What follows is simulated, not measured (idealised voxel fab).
Process module in this document: voxel gate over fins
It is cross-section cut that appears here, measuring 235 nm in width, its square cells being 5 nm in size.
A cross-section is written here as square cells arranged in a grid, and it is given in bands from the top down, each band taking up one or more rows of cells.
First you get the band's top height and its bottom height, in nm, and then the materials it's made of, left to right, with each width in nm. If you see a single material with "all across", that one covers the band edge to edge. "empty" is empty space.
Beneath 0, the wafer as received is one material, and that level is where height counting begins. The lowest band goes on downward without a bottom; it is written like "z 0 and below".
You'd read "30..40" like this: the band's top row of cells is as wide as the first number, its bottom row is as wide as the second, and going down, every row changes width by the same amount as the row before did.
Basically "no alterations made" means that step didn't change any cell in the cross-section.
In the "Voids lacking openings" entry, you get each enclosed empty space of 8 cells or more, one with no open way to the top, written width x height at distance, distance from the left edge, in nm.
That trailing text on a step's line, after the settings, is the simulator's own remark on the step.
The optional step-line setting "overlay nm" applies to steps with a mask and quantifies how far to the right of its planned location the mask lay, a negative value indicating leftward placement.
Pairs ahead. Before: cross-section ahead of one process step. After: cross-section once the step is done, shown to the lowest changed band only. Under each pair: that step, with settings. Caution: pairs may come from different runs of this module on the same starting wafer; a pair follows the pair above only where its "State before step" entry says so.

State before step:
- z 10 to 0: SiO2: 35 / SiN: 15 / SiO2: 10 / TiN: 5 / W: 5 / TiN: 5 / SiO2: 10 / SiN: 15 / SiO2: 35 / SiN: 15 / SiO2: 35 / SiN: 15 / SiO2: 35
- z 0 to -5: SiO2: 40 / Si: 5 / SiO2: 15 / TiN: 5 / W: 5 / TiN: 5 / SiO2: 15 / Si: 5 / SiO2: 45 / Si: 5 / SiO2: 45 / Si: 5 / SiO2: 40
- z -5 to -20: SiO2: 40 / Si: 15 / SiO2: 5 / TiN: 5 / W: 5 / TiN: 5 / SiO2: 15 / Si: 15 / SiO2: 35 / Si: 15 / SiO2: 35 / Si: 15 / SiO2: 30
- z -20 to -25: SiO2: 40 / Si: 15 / SiO2: 5 / TiN: 15 / SiO2: 15 / Si: 15 / SiO2: 35 / Si: 15 / SiO2: 35 / Si: 15 / SiO2: 30
- z -25 to -35: SiO2: 40 / Si: 15 / SiO2: 35 / Si: 15 / SiO2: 35 / Si: 15 / SiO2: 35 / Si: 15 / SiO2: 30
- z -35 and below: Si all across
- Voids lacking openings: none

Post-Step Cross-Section:
- z 10 to 0: SiO2: 35 / SiN: 15 / SiO2: 10 / empty: 15 / SiO2: 10 / SiN: 15 / SiO2: 35 / SiN: 15 / SiO2: 35 / SiN: 15 / SiO2: 35
- z 0 to -5: SiO2: 40 / Si: 5 / SiO2: 15 / empty: 15 / SiO2: 15 / Si: 5 / SiO2: 45 / Si: 5 / SiO2: 45 / Si: 5 / SiO2: 40
- z -5 to -20: SiO2: 40 / Si: 15 / SiO2: 5 / empty: 15 / SiO2: 15 / Si: 15 / SiO2: 35 / Si: 15 / SiO2: 35 / Si: 15 / SiO2: 30
- All layers under -20 are left as they were.
- Voids lacking openings: none
It is this step that lies between the two cross-sections above: SELECTIVE_ETCH, etch materials W Ru TiN, depth nm 30

State before step: identical to the post-step cross-section of the immediately preceding pair.

Post-Step Cross-Section:
- z 15 to 10: SiO2 all across
- z 10 to 0: SiO2: 35 / SiN: 15 / SiO2: 35 / SiN: 15 / SiO2: 35 / SiN: 15 / SiO2: 35 / SiN: 15 / SiO2: 35
- z 0 to -5: SiO2: 40 / Si: 5 / SiO2: 45 / Si: 5 / SiO2: 45 / Si: 5 / SiO2: 45 / Si: 5 / SiO2: 40
- z -5 to -20: SiO2: 40 / Si: 15 / SiO2: 35 / Si: 15 / SiO2: 35 / Si: 15 / SiO2: 35 / Si: 15 / SiO2: 30
- All layers under -20 are left as they were.
- Voids lacking openings: none
It is this step that lies between the two cross-sections above: FILL_DEP, material SiO2, thk nm 5

State before step: identical to the post-step cross-section of the immediately preceding pair.

Post-Step Cross-Section:
- z 10 to 0: SiO2: 35 / SiN: 15 / SiO2: 35 / SiN: 15 / SiO2: 35 / SiN: 15 / SiO2: 35 / SiN: 15 / SiO2: 35
- All layers under 0 are left as they were.
- Voids lacking openings: none
It is this step that lies between the two cross-sections above: CMP, height nm 10

State before step: identical to the post-step cross-section of the immediately preceding pair.

Post-Step Cross-Section:
- z 10 to 0: empty: 35 / SiN: 15 / empty: 35 / SiN: 15 / empty: 35 / SiN: 15 / empty: 35 / SiN: 15 / empty: 35
- z 0 to -10: empty: 40 / Si: 5..15 / empty: 45..35 / Si: 5..15 / empty: 45..35 / Si: 5..15 / empty: 45..35 / Si: 5..15 / empty: 40..30
- All layers under -10 are left as they were.
- Voids lacking openings: none
It is this step that lies between the two cross-sections above: SELECTIVE_ETCH, etch materials SiO2, depth nm 20

State before step: identical to the post-step cross-section of the immediately preceding pair.

Post-Step Cross-Section:
- z 0 to -10: empty: 40 / Si: 5..15 / empty: 45..35 / Si: 5..15 / empty: 45..35 / Si: 5..15 / empty: 45..35 / Si: 5..15 / empty: 40..30
- All layers under -10 are left as they were.
- Voids lacking openings: none
It is this step that lies between the two cross-sections above: STRIP, etch materials SiN

State before step: identical to the post-step cross-section of the immediately preceding pair.

Post-Step Cross-Section:
- z 5 to 0: empty: 35 / HfO2: 15 / empty: 35 / HfO2: 15 / empty: 35 / HfO2: 15 / empty: 35 / HfO2: 15 / empty: 35
- z 0 to -5: empty: 35 / HfO2: 5 / Si: 5 / HfO2: 15 / empty: 25 / HfO2: 5 / Si: 5 / HfO2: 15 / empty: 25 / HfO2: 5 / Si: 5 / HfO2: 15 / empty: 25 / HfO2: 5 / Si: 5 / HfO2: 15 / empty: 25
- z -5 to -10: HfO2: 40 / Si: 15 / HfO2: 35 / Si: 15 / HfO2: 35 / Si: 15 / HfO2: 35 / Si: 15 / HfO2: 30
- All layers under -10 are left as they were.
- Voids lacking openings: none
It is this step that lies between the two cross-sections above: CONFORMAL_DEP, material HfO2, thk nm 5

State before step: identical to the post-step cross-section of the immediately preceding pair.

Post-Step Cross-Section:
- z 10 to 5: empty: 30 / TiN: 25 / empty: 25 / TiN: 25 / empty: 25 / TiN: 25 / empty: 25 / TiN: 25 / empty: 30
- z 5 to 0: empty: 30 / TiN: 5 / HfO2: 15 / TiN: 15 / empty: 15 / TiN: 5 / HfO2: 15 / TiN: 15 / empty: 15 / TiN: 5 / HfO2: 15 / TiN: 15 / empty: 15 / TiN: 5 / HfO2: 15 / TiN: 15 / empty: 20
- z 0 to -5: TiN: 35 / HfO2: 5 / Si: 5 / HfO2: 15 / TiN: 25 / HfO2: 5 / Si: 5 / HfO2: 15 / TiN: 25 / HfO2: 5 / Si: 5 / HfO2: 15 / TiN: 25 / HfO2: 5 / Si: 5 / HfO2: 15 / TiN: 25
- All layers under -5 are left as they were.
- Voids lacking openings: none
It is this step that lies between the two cross-sections above: CONFORMAL_DEP, material TiN, thk nm 5

State before step: identical to the post-step cross-section of the immediately preceding pair.

Post-Step Cross-Section:
- z 15 to 10: empty: 25 / TiAl: 35 / empty: 15 / TiAl: 35 / empty: 15 / TiAl: 35 / empty: 15 / TiAl: 35 / empty: 25
- z 10 to 5: empty: 25 / TiAl: 5 / TiN: 25 / TiAl: 15 / empty: 5 / TiAl: 5 / TiN: 25 / TiAl: 15 / empty: 5 / TiAl: 5 / TiN: 25 / TiAl: 15 / empty: 5 / TiAl: 5 / TiN: 25 / TiAl: 15 / empty: 15
- z 5 to 0: TiAl: 30 / TiN: 5 / HfO2: 15 / TiN: 15 / TiAl: 15 / TiN: 5 / HfO2: 15 / TiN: 15 / TiAl: 15 / TiN: 5 / HfO2: 15 / TiN: 15 / TiAl: 15 / TiN: 5 / HfO2: 15 / TiN: 15 / TiAl: 20
- All layers under 0 are left as they were.
- Voids lacking openings: none
It is this step that lies between the two cross-sections above: CONFORMAL_DEP, material TiAl, thk nm 5

State before step: identical to the post-step cross-section of the immediately preceding pair.

Post-Step Cross-Section:
- z 20 to 15: empty: 20 / TiN: 45 / empty: 5 / TiN: 45 / empty: 5 / TiN: 45 / empty: 5 / TiN: 45 / empty: 20
- z 15 to 10: empty: 20 / TiN: 5 / TiAl: 35 / TiN: 15 / TiAl: 35 / TiN: 15 / TiAl: 35 / TiN: 15 / TiAl: 35 / TiN: 15 / empty: 10
- z 10 to 5: TiN: 25 / TiAl: 5 / TiN: 25 / TiAl: 15 / TiN: 5 / TiAl: 5 / TiN: 25 / TiAl: 15 / TiN: 5 / TiAl: 5 / TiN: 25 / TiAl: 15 / TiN: 5 / TiAl: 5 / TiN: 25 / TiAl: 15 / TiN: 15
- All layers under 5 are left as they were.
- Voids lacking openings: none
It is this step that lies between the two cross-sections above: CONFORMAL_DEP, material TiN, thk nm 5

State before step: identical to the post-step cross-section of the immediately preceding pair.

Post-Step Cross-Section:
- z 30 to 20: W all across
- z 20 to 15: W: 20 / TiN: 45 / W: 5 / TiN: 45 / W: 5 / TiN: 45 / W: 5 / TiN: 45 / W: 20
- z 15 to 10: W: 20 / TiN: 5 / TiAl: 35 / TiN: 15 / TiAl: 35 / TiN: 15 / TiAl: 35 / TiN: 15 / TiAl: 35 / TiN: 15 / W: 10
- All layers under 10 are left as they were.
- Voids lacking openings: none
It is this step that lies between the two cross-sections above: FILL_DEP, material W, thk nm 10

State before step: identical to the post-step cross-section of the immediately preceding pair.

Post-Step Cross-Section:
- z 25 to 20: W all across
- All layers under 20 are left as they were.
- Voids lacking openings: none
It is this step that lies between the two cross-sections above: CMP, height nm 25

State before step: identical to the post-step cross-section of the immediately preceding pair.

Post-Step Cross-Section:
- z 30 to 25: SiN all across
- All layers under 25 are left as they were.
- Voids lacking openings: none
It is this step that lies between the two cross-sections above: CONFORMAL_DEP, material SiN, thk nm 5

State before step:
- z 10 to 0: SiO2: 35 / SiN: 15 / SiO2: 10 / empty: 15 / SiO2: 10 / SiN: 15 / SiO2: 35 / SiN: 15 / SiO2: 35 / SiN: 15 / SiO2: 35
- z 0 to -25: SiO2: 40 / Si: 5 / SiO2: 15 / empty: 15 / SiO2: 15 / Si: 5 / SiO2: 45 / Si: 5 / SiO2: 45 / Si: 5 / SiO2: 40
- z -25 to -35: SiO2: 40 / Si: 5 / SiO2: 45 / Si: 5 / SiO2: 45 / Si: 5 / SiO2: 45 / Si: 5 / SiO2: 40
- z -35 and below: Si all across
- Voids lacking openings: none

Post-Step Cross-Section:
- z 15 to 10: TiAl: 65 / empty: 5 / TiAl: 165
- z 10 to 0: SiO2: 35 / SiN: 15 / SiO2: 10 / TiAl: 5 / empty: 5 / TiAl: 5 / SiO2: 10 / SiN: 15 / SiO2: 35 / SiN: 15 / SiO2: 35 / SiN: 15 / SiO2: 35
- z 0 to -20: SiO2: 40 / Si: 5 / SiO2: 15 / TiAl: 5 / empty: 5 / TiAl: 5 / SiO2: 15 / Si: 5 / SiO2: 45 / Si: 5 / SiO2: 45 / Si: 5 / SiO2: 40
- z -20 to -25: SiO2: 40 / Si: 5 / SiO2: 15 / TiAl: 15 / SiO2: 15 / Si: 5 / SiO2: 45 / Si: 5 / SiO2: 45 / Si: 5 / SiO2: 40
- All layers under -25 are left as they were.
- Voids lacking openings: none
It is this step that lies between the two cross-sections above: CONFORMAL_DEP, material TiAl, thk nm 5

State before step: identical to the post-step cross-section of the immediately preceding pair.

Post-Step Cross-Section:
- z 20 to 15: W all across
- z 15 to 10: TiAl: 65 / W: 5 / TiAl: 165
- z 10 to 0: SiO2: 35 / SiN: 15 / SiO2: 10 / TiAl: 5 / W: 5 / TiAl: 5 / SiO2: 10 / SiN: 15 / SiO2: 35 / SiN: 15 / SiO2: 35 / SiN: 15 / SiO2: 35
- z 0 to -20: SiO2: 40 / Si: 5 / SiO2: 15 / TiAl: 5 / W: 5 / TiAl: 5 / SiO2: 15 / Si: 5 / SiO2: 45 / Si: 5 / SiO2: 45 / Si: 5 / SiO2: 40
- All layers under -20 are left as they were.
- Voids lacking openings: none
It is this step that lies between the two cross-sections above: FILL_DEP, material W, thk nm 5

State before step: identical to the post-step cross-section of the immediately preceding pair.

Post-Step Cross-Section:
- z 10 to 0: SiO2: 35 / SiN: 15 / SiO2: 10 / TiAl: 5 / W: 5 / TiAl: 5 / SiO2: 10 / SiN: 15 / SiO2: 35 / SiN: 15 / SiO2: 35 / SiN: 15 / SiO2: 35
- All layers under 0 are left as they were.
- Voids lacking openings: none
It is this step that lies between the two cross-sections above: CMP, height nm 10

State before step: identical to the post-step cross-section of the immediately preceding pair.

Post-Step Cross-Section:
- z 10 to 0: SiO2: 35 / SiN: 15 / SiO2: 10 / TiAl: 5 / empty: 5 / TiAl: 5 / SiO2: 10 / SiN: 15 / SiO2: 35 / SiN: 15 / SiO2: 35 / SiN: 15 / SiO2: 35
- z 0 to -20: SiO2: 40 / Si: 5 / SiO2: 15 / TiAl: 5 / empty: 5 / TiAl: 5 / SiO2: 15 / Si: 5 / SiO2: 45 / Si: 5 / SiO2: 45 / Si: 5 / SiO2: 40
- All layers under -20 are left as they were.
- Voids lacking openings: none
It is this step that lies between the two cross-sections above: SELECTIVE_ETCH, etch materials W Ru TiN, depth nm 30

State before step: identical to the post-step cross-section of the immediately preceding pair.

Post-Step Cross-Section:
- z 15 to 10: SiO2 all across
- z 10 to 0: SiO2: 35 / SiN: 15 / SiO2: 10 / TiAl: 5 / SiO2: 5 / TiAl: 5 / SiO2: 10 / SiN: 15 / SiO2: 35 / SiN: 15 / SiO2: 35 / SiN: 15 / SiO2: 35
- z 0 to -20: SiO2: 40 / Si: 5 / SiO2: 15 / TiAl: 5 / SiO2: 5 / TiAl: 5 / SiO2: 15 / Si: 5 / SiO2: 45 / Si: 5 / SiO2: 45 / Si: 5 / SiO2: 40
- All layers under -20 are left as they were.
- Voids lacking openings: none
It is this step that lies between the two cross-sections above: FILL_DEP, material SiO2, thk nm 5

State before step: identical to the post-step cross-section of the immediately preceding pair.

Post-Step Cross-Section:
- z 10 to 0: SiO2: 35 / SiN: 15 / SiO2: 10 / TiAl: 5 / SiO2: 5 / TiAl: 5 / SiO2: 10 / SiN: 15 / SiO2: 35 / SiN: 15 / SiO2: 35 / SiN: 15 / SiO2: 35
- All layers under 0 are left as they were.
- Voids lacking openings: none
It is this step that lies between the two cross-sections above: CMP, height nm 10

State before step: identical to the post-step cross-section of the immediately preceding pair.

Post-Step Cross-Section:
- z 10 to 0: empty: 35 / SiN: 15 / empty: 10 / TiAl: 5 / empty: 5 / TiAl: 5 / empty: 10 / SiN: 15 / empty: 35 / SiN: 15 / empty: 35 / SiN: 15 / empty: 35
- z 0 to -10: empty: 40 / Si: 5 / empty: 15 / TiAl: 5 / empty: 5 / TiAl: 5 / empty: 15 / Si: 5 / empty: 45 / Si: 5 / empty: 45 / Si: 5 / empty: 40
- All layers under -10 are left as they were.
- Voids lacking openings: none
It is this step that lies between the two cross-sections above: SELECTIVE_ETCH, etch materials SiO2, depth nm 20

State before step: identical to the post-step cross-section of the immediately preceding pair.

Post-Step Cross-Section:
- z 10 to 0: empty: 60 / TiAl: 5 / empty: 5 / TiAl: 5 / empty: 160
- All layers under 0 are left as they were.
- Voids lacking openings: none
It is this step that lies between the two cross-sections above: STRIP, etch materials SiN

State before step: identical to the post-step cross-section of the immediately preceding pair.

Post-Step Cross-Section:
- z 15 to 10: empty: 55 / HfO2: 25 / empty: 155
- z 10 to 5: empty: 55 / HfO2: 5 / TiAl: 5 / HfO2: 5 / TiAl: 5 / HfO2: 5 / empty: 155
- z 5 to 0: empty: 35 / HfO2: 15 / empty: 5 / HfO2: 5 / TiAl: 5 / HfO2: 5 / TiAl: 5 / HfO2: 5 / empty: 5 / HfO2: 15 / empty: 35 / HfO2: 15 / empty: 35 / HfO2: 15 / empty: 35
- z 0 to -5: empty: 35 / HfO2: 5 / Si: 5 / HfO2: 5 / empty: 5 / HfO2: 5 / TiAl: 5 / HfO2: 5 / TiAl: 5 / HfO2: 5 / empty: 5 / HfO2: 5 / Si: 5 / HfO2: 5 / empty: 35 / HfO2: 5 / Si: 5 / HfO2: 5 / empty: 35 / HfO2: 5 / Si: 5 / HfO2: 5 / empty: 35
- z -5 to -10: HfO2: 40 / Si: 5 / HfO2: 15 / TiAl: 5 / HfO2: 5 / TiAl: 5 / HfO2: 15 / Si: 5 / HfO2: 45 / Si: 5 / HfO2: 45 / Si: 5 / HfO2: 40
- All layers under -10 are left as they were.
- Voids lacking openings: none
It is this step that lies between the two cross-sections above: CONFORMAL_DEP, material HfO2, thk nm 5

State before step: identical to the post-step cross-section of the immediately preceding pair.

Post-Step Cross-Section:
- z 20 to 15: empty: 50 / TiN: 35 / empty: 150
- z 15 to 10: empty: 50 / TiN: 5 / HfO2: 25 / TiN: 5 / empty: 150
- z 10 to 5: empty: 30 / TiN: 25 / HfO2: 5 / TiAl: 5 / HfO2: 5 / TiAl: 5 / HfO2: 5 / TiN: 25 / empty: 25 / TiN: 25 / empty: 25 / TiN: 25 / empty: 30
- z 5 to 0: empty: 30 / TiN: 5 / HfO2: 15 / TiN: 5 / HfO2: 5 / TiAl: 5 / HfO2: 5 / TiAl: 5 / HfO2: 5 / TiN: 5 / HfO2: 15 / TiN: 5 / empty: 25 / TiN: 5 / HfO2: 15 / TiN: 5 / empty: 25 / TiN: 5 / HfO2: 15 / TiN: 5 / empty: 30
- z 0 to -5: TiN: 35 / HfO2: 5 / Si: 5 / HfO2: 5 / TiN: 5 / HfO2: 5 / TiAl: 5 / HfO2: 5 / TiAl: 5 / HfO2: 5 / TiN: 5 / HfO2: 5 / Si: 5 / HfO2: 5 / TiN: 35 / HfO2: 5 / Si: 5 / HfO2: 5 / TiN: 35 / HfO2: 5 / Si: 5 / HfO2: 5 / TiN: 35
- All layers under -5 are left as they were.
- Voids lacking openings: none
It is this step that lies between the two cross-sections above: CONFORMAL_DEP, material TiN, thk nm 5

State before step: identical to the post-step cross-section of the immediately preceding pair.

Post-Step Cross-Section:
- z 25 to 20: empty: 45 / TiAl: 45 / empty: 145
- z 20 to 15: empty: 45 / TiAl: 5 / TiN: 35 / TiAl: 5 / empty: 145
- z 15 to 10: empty: 25 / TiAl: 25 / TiN: 5 / HfO2: 25 / TiN: 5 / TiAl: 25 / empty: 15 / TiAl: 35 / empty: 15 / TiAl: 35 / empty: 25
- z 10 to 5: empty: 25 / TiAl: 5 / TiN: 25 / HfO2: 5 / TiAl: 5 / HfO2: 5 / TiAl: 5 / HfO2: 5 / TiN: 25 / TiAl: 5 / empty: 15 / TiAl: 5 / TiN: 25 / TiAl: 5 / empty: 15 / TiAl: 5 / TiN: 25 / TiAl: 5 / empty: 25
- z 5 to 0: TiAl: 30 / TiN: 5 / HfO2: 15 / TiN: 5 / HfO2: 5 / TiAl: 5 / HfO2: 5 / TiAl: 5 / HfO2: 5 / TiN: 5 / HfO2: 15 / TiN: 5 / TiAl: 25 / TiN: 5 / HfO2: 15 / TiN: 5 / TiAl: 25 / TiN: 5 / HfO2: 15 / TiN: 5 / TiAl: 30
- All layers under 0 are left as they were.
- Voids lacking openings: none
It is this step that lies between the two cross-sections above: CONFORMAL_DEP, material TiAl, thk nm 5

State before step: identical to the post-step cross-section of the immediately preceding pair.

Post-Step Cross-Section:
- z 30 to 25: empty: 40 / TiN: 55 / empty: 140
- z 25 to 20: empty: 40 / TiN: 5 / TiAl: 45 / TiN: 5 / empty: 140
- z 20 to 15: empty: 20 / TiN: 25 / TiAl: 5 / TiN: 35 / TiAl: 5 / TiN: 25 / empty: 5 / TiN: 45 / empty: 5 / TiN: 45 / empty: 20
- z 15 to 10: empty: 20 / TiN: 5 / TiAl: 25 / TiN: 5 / HfO2: 25 / TiN: 5 / TiAl: 25 / TiN: 5 / empty: 5 / TiN: 5 / TiAl: 35 / TiN: 5 / empty: 5 / TiN: 5 / TiAl: 35 / TiN: 5 / empty: 20
- z 10 to 5: TiN: 25 / TiAl: 5 / TiN: 25 / HfO2: 5 / TiAl: 5 / HfO2: 5 / TiAl: 5 / HfO2: 5 / TiN: 25 / TiAl: 5 / TiN: 15 / TiAl: 5 / TiN: 25 / TiAl: 5 / TiN: 15 / TiAl: 5 / TiN: 25 / TiAl: 5 / TiN: 25
- All layers under 5 are left as they were.
- Voids lacking openings: none
It is this step that lies between the two cross-sections above: CONFORMAL_DEP, material TiN, thk nm 5

State before step: identical to the post-step cross-section of the immediately preceding pair.

Post-Step Cross-Section:
- z 40 to 30: W all across
- z 30 to 25: W: 40 / TiN: 55 / W: 140
- z 25 to 20: W: 40 / TiN: 5 / TiAl: 45 / TiN: 5 / W: 140
- z 20 to 15: W: 20 / TiN: 25 / TiAl: 5 / TiN: 35 / TiAl: 5 / TiN: 25 / W: 5 / TiN: 45 / W: 5 / TiN: 45 / W: 20
- z 15 to 10: W: 20 / TiN: 5 / TiAl: 25 / TiN: 5 / HfO2: 25 / TiN: 5 / TiAl: 25 / TiN: 5 / W: 5 / TiN: 5 / TiAl: 35 / TiN: 5 / W: 5 / TiN: 5 / TiAl: 35 / TiN: 5 / W: 20
- All layers under 10 are left as they were.
- Voids lacking openings: none
It is this step that lies between the two cross-sections above: FILL_DEP, material W, thk nm 10

State before step: identical to the post-step cross-section of the immediately preceding pair.

Post-Step Cross-Section:
- z 25 to 20: W: 40 / TiN: 5 / TiAl: 45 / TiN: 5 / W: 140
- All layers under 20 are left as they were.
- Voids lacking openings: none
It is this step that lies between the two cross-sections above: CMP, height nm 25

State before step: identical to the post-step cross-section of the immediately preceding pair.

Post-Step Cross-Section:
- z 30 to 25: SiN all across
- All layers under 25 are left as they were.
- Voids lacking openings: none
It is this step that lies between the two cross-sections above: CONFORMAL_DEP, material SiN, thk nm 5

State before step:
- z 10 to 0: SiO2: 35 / SiN: 15 / SiO2: 35 / SiN: 15 / SiO2: 35 / SiN: 15 / SiO2: 35 / SiN: 15 / SiO2: 35
- z 0 to -35: SiO2: 40 / Si: 5 / SiO2: 45 / Si: 5 / SiO2: 45 / Si: 5 / SiO2: 45 / Si: 5 / SiO2: 40
- z -35 and below: Si all across
- Voids lacking openings: none

Post-Step Cross-Section:
- z 25 to 10: empty: 60 / resist: 15 / empty: 160
- All layers under 10 are left as they were.
- Voids lacking openings: none
It is this step that lies between the two cross-sections above: PATTERN, tone cover, mask id RAIL, material resist, width nm 15, thk nm 15, overlay nm 0

State before step: identical to the post-step cross-section of the immediately preceding pair.

Post-Step Cross-Section:
- z 25 to 10: empty: 60 / resist: 15 / empty: 160
- z 10 to 0: empty: 35 / SiN: 15 / empty: 10 / SiO2: 15 / empty: 10 / SiN: 15 / empty: 35 / SiN: 15 / empty: 35 / SiN: 15 / empty: 35
- z 0 to -25: empty: 35 / SiO2: 5 / Si: 5 / SiO2: 5 / empty: 10 / SiO2: 15 / empty: 10 / SiO2: 5 / Si: 5 / SiO2: 5 / empty: 35 / SiO2: 5 / Si: 5 / SiO2: 5 / empty: 35 / SiO2: 5 / Si: 5 / SiO2: 5 / empty: 35
- All layers under -25 are left as they were.
- Voids lacking openings: none
It is this step that lies between the two cross-sections above: DIRECTIONAL_ETCH, etch materials SiO2, depth nm 35

State before step: identical to the post-step cross-section of the immediately preceding pair.

Post-Step Cross-Section:
- z 10 to 0: empty: 35 / SiN: 15 / empty: 10 / SiO2: 15 / empty: 10 / SiN: 15 / empty: 35 / SiN: 15 / empty: 35 / SiN: 15 / empty: 35
- All layers under 0 are left as they were.
- Voids lacking openings: none
It is this step that lies between the two cross-sections above: STRIP, etch materials resist

State before step: identical to the post-step cross-section of the immediately preceding pair.

Post-Step Cross-Section:
- z 15 to 10: empty: 30 / TiN: 75 / empty: 25 / TiN: 25 / empty: 25 / TiN: 25 / empty: 30
- z 10 to 0: empty: 30 / TiN: 5 / SiN: 15 / TiN: 10 / SiO2: 15 / TiN: 10 / SiN: 15 / TiN: 5 / empty: 25 / TiN: 5 / SiN: 15 / TiN: 5 / empty: 25 / TiN: 5 / SiN: 15 / TiN: 5 / empty: 30
- z 0 to -20: empty: 30 / TiN: 5 / SiO2: 5 / Si: 5 / SiO2: 5 / TiN: 10 / SiO2: 15 / TiN: 10 / SiO2: 5 / Si: 5 / SiO2: 5 / TiN: 5 / empty: 25 / TiN: 5 / SiO2: 5 / Si: 5 / SiO2: 5 / TiN: 5 / empty: 25 / TiN: 5 / SiO2: 5 / Si: 5 / SiO2: 5 / TiN: 5 / empty: 30
- z -20 to -25: TiN: 35 / SiO2: 5 / Si: 5 / SiO2: 5 / TiN: 10 / SiO2: 15 / TiN: 10 / SiO2: 5 / Si: 5 / SiO2: 5 / TiN: 35 / SiO2: 5 / Si: 5 / SiO2: 5 / TiN: 35 / SiO2: 5 / Si: 5 / SiO2: 5 / TiN: 35
- All layers under -25 are left as they were.
- Voids lacking openings: none
It is this step that lies between the two cross-sections above: CONFORMAL_DEP, material TiN, thk nm 5

State before step: identical to the post-step cross-section of the immediately preceding pair.

Post-Step Cross-Section:
- z 20 to 15: W all across
- z 15 to 10: W: 30 / TiN: 75 / W: 25 / TiN: 25 / W: 25 / TiN: 25 / W: 30
- z 10 to 0: W: 30 / TiN: 5 / SiN: 15 / TiN: 10 / SiO2: 15 / TiN: 10 / SiN: 15 / TiN: 5 / W: 25 / TiN: 5 / SiN: 15 / TiN: 5 / W: 25 / TiN: 5 / SiN: 15 / TiN: 5 / W: 30
- z 0 to -20: W: 30 / TiN: 5 / SiO2: 5 / Si: 5 / SiO2: 5 / TiN: 10 / SiO2: 15 / TiN: 10 / SiO2: 5 / Si: 5 / SiO2: 5 / TiN: 5 / W: 25 / TiN: 5 / SiO2: 5 / Si: 5 / SiO2: 5 / TiN: 5 / W: 25 / TiN: 5 / SiO2: 5 / Si: 5 / SiO2: 5 / TiN: 5 / W: 30
- All layers under -20 are left as they were.
- Voids lacking openings: none
It is this step that lies between the two cross-sections above: FILL_DEP, material W, thk nm 5

State before step: identical to the post-step cross-section of the immediately preceding pair.

Post-Step Cross-Section:
- z 10 to 0: W: 30 / TiN: 5 / SiN: 15 / TiN: 10 / SiO2: 15 / TiN: 10 / SiN: 15 / TiN: 5 / W: 25 / TiN: 5 / SiN: 15 / TiN: 5 / W: 25 / TiN: 5 / SiN: 15 / TiN: 5 / W: 30
- All layers under 0 are left as they were.
- Voids lacking openings: none
It is this step that lies between the two cross-sections above: CMP, height nm 10

State before step: identical to the post-step cross-section of the immediately preceding pair.

Post-Step Cross-Section:
- z 10 to 0: empty: 35 / SiN: 15 / empty: 10 / SiO2: 15 / empty: 10 / SiN: 15 / empty: 35 / SiN: 15 / empty: 35 / SiN: 15 / empty: 35
- z 0 to -20: empty: 35 / SiO2: 5 / Si: 5 / SiO2: 5 / empty: 10 / SiO2: 15 / empty: 10 / SiO2: 5 / Si: 5 / SiO2: 5 / empty: 35 / SiO2: 5 / Si: 5 / SiO2: 5 / empty: 35 / SiO2: 5 / Si: 5 / SiO2: 5 / empty: 35
- All layers under -20 are left as they were.
- Voids lacking openings: none
It is this step that lies between the two cross-sections above: SELECTIVE_ETCH, etch materials W Ru TiN, depth nm 30

State before step: identical to the post-step cross-section of the immediately preceding pair.

Post-Step Cross-Section:
- z 15 to 10: SiO2 all across
- z 10 to 0: SiO2: 35 / SiN: 15 / SiO2: 35 / SiN: 15 / SiO2: 35 / SiN: 15 / SiO2: 35 / SiN: 15 / SiO2: 35
- z 0 to -20: SiO2: 40 / Si: 5 / SiO2: 45 / Si: 5 / SiO2: 45 / Si: 5 / SiO2: 45 / Si: 5 / SiO2: 40
- All layers under -20 are left as they were.
- Voids lacking openings: none
It is this step that lies between the two cross-sections above: FILL_DEP, material SiO2, thk nm 5

State before step: identical to the post-step cross-section of the immediately preceding pair.

Post-Step Cross-Section:
- z 10 to 0: SiO2: 35 / SiN: 15 / SiO2: 35 / SiN: 15 / SiO2: 35 / SiN: 15 / SiO2: 35 / SiN: 15 / SiO2: 35
- All layers under 0 are left as they were.
- Voids lacking openings: none
It is this step that lies between the two cross-sections above: CMP, height nm 10

State before step: identical to the post-step cross-section of the immediately preceding pair.

Post-Step Cross-Section:
- z 10 to 0: empty: 35 / SiN: 15 / empty: 35 / SiN: 15 / empty: 35 / SiN: 15 / empty: 35 / SiN: 15 / empty: 35
- z 0 to -10: empty: 40 / Si: 5 / empty: 45 / Si: 5 / empty: 45 / Si: 5 / empty: 45 / Si: 5 / empty: 40
- All layers under -10 are left as they were.
- Voids lacking openings: none
It is this step that lies between the two cross-sections above: SELECTIVE_ETCH, etch materials SiO2, depth nm 20

State before step: identical to the post-step cross-section of the immediately preceding pair.

Post-Step Cross-Section:
- z 0 to -10: empty: 40 / Si: 5 / empty: 45 / Si: 5 / empty: 45 / Si: 5 / empty: 45 / Si: 5 / empty: 40
- All layers under -10 are left as they were.
- Voids lacking openings: none
It is this step that lies between the two cross-sections above: STRIP, etch materials SiN

State before step: identical to the post-step cross-section of the immediately preceding pair.

Post-Step Cross-Section:
- z 5 to 0: empty: 35 / HfO2: 15 / empty: 35 / HfO2: 15 / empty: 35 / HfO2: 15 / empty: 35 / HfO2: 15 / empty: 35
- z 0 to -5: empty: 35 / HfO2: 5 / Si: 5 / HfO2: 5 / empty: 35 / HfO2: 5 / Si: 5 / HfO2: 5 / empty: 35 / HfO2: 5 / Si: 5 / HfO2: 5 / empty: 35 / HfO2: 5 / Si: 5 / HfO2: 5 / empty: 35
- z -5 to -10: HfO2: 40 / Si: 5 / HfO2: 45 / Si: 5 / HfO2: 45 / Si: 5 / HfO2: 45 / Si: 5 / HfO2: 40
- All layers under -10 are left as they were.
- Voids lacking openings: none
It is this step that lies between the two cross-sections above: CONFORMAL_DEP, material HfO2, thk nm 5
